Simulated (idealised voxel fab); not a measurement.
process module | voxel ribs on slabs
cross-section cut | 265 nm wide | cells 5 nm
A cross-section is a grid of square cells, given in bands from the top down. A band is one or more rows of cells.
Each band's line starts with the height of the band's top and of its bottom, in nm. Then come its materials from left to right, each with its width in nm. One material with "throughout" fills the band from edge to edge. "air" is empty space.
Height 0 is the level under which the wafer as received is all one material. The lowest band goes on downwards, as in "0 down".
A width such as "30 to 40" changes by the same amount from each row of cells to the next, from the band's top row to its bottom row.
"no change" after a step means that no cell of the cross-section changed.
closed voids: empty space of 8 cells or more with no open way to the top, each as width x height at its distance from the left edge, in nm
after a step's settings: what the simulator itself notes on the step
overlay nm, on a step with a mask: how far to the right of its planned place the mask lay; to the left if negative
plan
1 op RECEIVE | material Si
2 op DIRECTIONAL_DEP | material SiO2 | thk nm 30
3 op DIRECTIONAL_DEP | material SiN | thk nm 25
4 op PATTERN | tone cover | mask id RIB | material resist | width nm 20 | thk nm 15 | overlay nm 0
5 op DIRECTIONAL_ETCH | etch materials SiN | depth nm 15
6 op STRIP | etch materials resist
7 op PATTERN | tone cover | mask id SLAB | material resist | width nm 70 | thk nm 20 | overlay nm 0
8 op DIRECTIONAL_ETCH | etch materials SiN | depth nm 10
9 op STRIP | etch materials resist
10 op FILL_DEP | material SiO2 | thk nm 15
11 op CMP | height nm 65
12 op DIRECTIONAL_DEP | material W | thk nm 5
13 op PATTERN | tone cover | mask id HEATER | material resist | width nm 30 | thk nm 15 | overlay nm 0
14 op DIRECTIONAL_ETCH | etch materials W | depth nm 5
15 op STRIP | etch materials resist
16 op CONFORMAL_DEP | material SiO2 | thk nm 10
as received, after step 1
  0 down: Si throughout
  closed voids: none
a wafer at the end: this start, this plan, one mistake
  70 to 65: air 115 | W 30 | air 120
  65 to 55: SiO2 throughout
  55 to 40: SiO2 120 | SiN 20 | SiO2 125
  40 to 30: SiO2 95 | SiN 70 | SiO2 100
  30 to 0: SiO2 throughout
  0 down: Si throughout
  closed voids: none
what went wrong: step 16 was left out
